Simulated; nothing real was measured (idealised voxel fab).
process module | voxel wiring stack
Xsec cut, 270 nm wide, square cell size 5 nm.
Just so we're on the same page, the cross-sections are grids of square cells, and they're listed out in bands top to bottom, each band one or more rows deep.
Quick guide to a band line: top height, bottom height (nm) up front; then every material left to right with its width in nm. Only one material and it's marked "full width"? Then it fills the band edge to edge. And "blank" just means empty space.
It should be noted that heights are counted from 0, beneath which the wafer as supplied is of one material throughout, and that the lowest band possesses no lower boundary but continues downward, as written in "z 0 and below".
A width given as "30->40" starts at the first number in the band's top row and ends at the second number in its bottom row, shifting by an equal amount at every step from row to row.
Basically "changes: none" means that step didn't change any cell in the cross-section.
Closed empty spaces (no open way to the top) of 8 cells or more are what "Tabulated closed voids" lists, each as width x height at distance from the left edge, nm for all three.
On a step's line, text after the settings is the simulator commenting on that step.
overlay nm: step with mask; distance mask lay right of planned place; negative value = left of planned place.

PLAN
- 1: RECEIVE [material Si]
- 2: CONFORMAL_DEP [material SiO2] [thk nm 15]
- 3: DIRECTIONAL_DEP [material TiN] [thk nm 5]
- 4: DIRECTIONAL_DEP [material Ru] [thk nm 20]
- 5: MASKED_ETCH [tone cover] [mask id METAL_1] [width nm 25] [pitch nm 45] [etch materials Ru] [depth nm 20] [overlay nm 0]
- 6: MASKED_ETCH [tone cover] [mask id METAL_1] [width nm 25] [pitch nm 45] [etch materials TiN] [depth nm 5] [overlay nm 0]
- 7: CONFORMAL_DEP [material SiCN] [thk nm 5]
- 8: FILL_DEP [material SiO2] [thk nm 10]
- 9: CMP [height nm 40]
- 10: CONFORMAL_DEP [material SiCN] [thk nm 5]
- 11: DIRECTIONAL_DEP [material lowk] [thk nm 30]
- 12: DIRECTIONAL_DEP [material aC] [thk nm 10]
- 13: PATTERN [tone open] [mask id METAL_2_HOLES] [material resist] [width nm 15] [pitch nm 45] [thk nm 25] [overlay nm 0]
- 14: DIRECTIONAL_ETCH [etch materials aC] [depth nm 10]
- 15: STRIP [etch materials resist]
- 16: DIRECTIONAL_ETCH [etch materials lowk] [depth nm 30]
- 17: STRIP [etch materials aC]
- 18: MASKED_ETCH [tone open] [mask id METAL_2] [width nm 25] [pitch nm 45] [etch materials lowk] [depth nm 15] [overlay nm 0]
- 19: MASKED_ETCH [tone open] [mask id METAL_2] [width nm 25] [pitch nm 45] [etch materials SiCN] [depth nm 5] [overlay nm 0]
- 20: CONFORMAL_DEP [material TiN] [thk nm 5]
- 21: FILL_DEP [material Ru] [thk nm 10]
- 22: CMP [height nm 75]
- 23: CONFORMAL_DEP [material SiCN] [thk nm 5]
- 24: DIRECTIONAL_DEP [material lowk] [thk nm 10]
- 25: PATTERN [tone open] [mask id PLUG_2] [material resist] [width nm 15] [pitch nm 45] [thk nm 20] [overlay nm 0]
- 26: DIRECTIONAL_ETCH [etch materials lowk] [depth nm 10]
- 27: DIRECTIONAL_ETCH [etch materials SiCN] [depth nm 5]
- 28: STRIP [etch materials resist]
- 29: EPI [material Ru] [thk nm 10]
- 30: EPI [material Ru] [thk nm 5]
- 31: DIRECTIONAL_DEP [material TiN] [thk nm 5]
- 32: DIRECTIONAL_DEP [material W] [thk nm 25]
- 33: MASKED_ETCH [tone cover] [mask id METAL_3] [width nm 25] [pitch nm 45] [etch materials W] [depth nm 25] [overlay nm 0]
- 34: MASKED_ETCH [tone cover] [mask id METAL_3] [width nm 25] [pitch nm 45] [etch materials TiN] [depth nm 5] [overlay nm 0]
- 35: FILL_DEP [material lowk] [thk nm 10]
- 36: CMP [height nm 120]
- 37: CONFORMAL_DEP [material SiCN] [thk nm 5]

CROSS-SECTION OF THE INCOMING WAFER, STATE AFTER STEP 1
    z 0 and below  Si full width
    Tabulated closed voids: none

STARTING WAFER: ABOVE. PLAN: ABOVE. RUN: ONE MISTAKE. CROSS-SECTION AFTER THE MODULE: BELOW
    z 125 to 120  SiCN full width
    z 120 to 95  lowk 75 nm / W 25 nm / lowk 20 nm / W 25 nm / lowk 20 nm / W 25 nm / lowk 80 nm
    z 95 to 90  lowk 75 nm / TiN 25 nm / lowk 20 nm / TiN 25 nm / lowk 20 nm / TiN 25 nm / lowk 80 nm
    z 90 to 80  lowk 70 nm / Ru 25 nm / lowk 20 nm / Ru 25 nm / lowk 20 nm / Ru 25 nm / lowk 85 nm
    z 80 to 75  SiCN 70 nm / Ru 25 nm / SiCN 20 nm / Ru 25 nm / SiCN 20 nm / Ru 25 nm / SiCN 85 nm
    z 75 to 65  lowk 75 nm / TiN 5 nm / Ru 15 nm / TiN 5 nm / lowk 20 nm / TiN 5 nm / Ru 15 nm / TiN 5 nm / lowk 20 nm / TiN 5 nm / Ru 15 nm / TiN 5 nm / lowk 80 nm
    z 65 to 60  lowk 75 nm / TiN 5 nm / Ru 5 nm / TiN 15 nm / lowk 20 nm / TiN 5 nm / Ru 5 nm / TiN 15 nm / lowk 20 nm / TiN 5 nm / Ru 5 nm / TiN 15 nm / lowk 80 nm
    z 60 to 45  lowk 75 nm / TiN 5 nm / Ru 5 nm / TiN 5 nm / lowk 30 nm / TiN 5 nm / Ru 5 nm / TiN 5 nm / lowk 30 nm / TiN 5 nm / Ru 5 nm / TiN 5 nm / lowk 90 nm
    z 45 to 40  SiCN 75 nm / TiN 15 nm / SiCN 30 nm / TiN 15 nm / SiCN 30 nm / TiN 15 nm / SiCN 90 nm
    z 40 to 20  SiO2 70 nm / SiCN 5 nm / Ru 25 nm / SiCN 5 nm / SiO2 10 nm / SiCN 5 nm / Ru 25 nm / SiCN 5 nm / SiO2 10 nm / SiCN 5 nm / Ru 25 nm / SiCN 5 nm / SiO2 75 nm
    z 20 to 15  SiCN 75 nm / TiN 25 nm / SiCN 20 nm / TiN 25 nm / SiCN 20 nm / TiN 25 nm / SiCN 80 nm
    z 15 to 0  SiO2 full width
    z 0 and below  Si full width
    Tabulated closed voids: none
Nonconformance to the process plan: the process deviated at step 25: the operation and settings actually run there were PATTERN [tone open] [mask id PLUG_2] [material resist] [width nm 25] [pitch nm 45] [thk nm 20] [overlay nm 0]
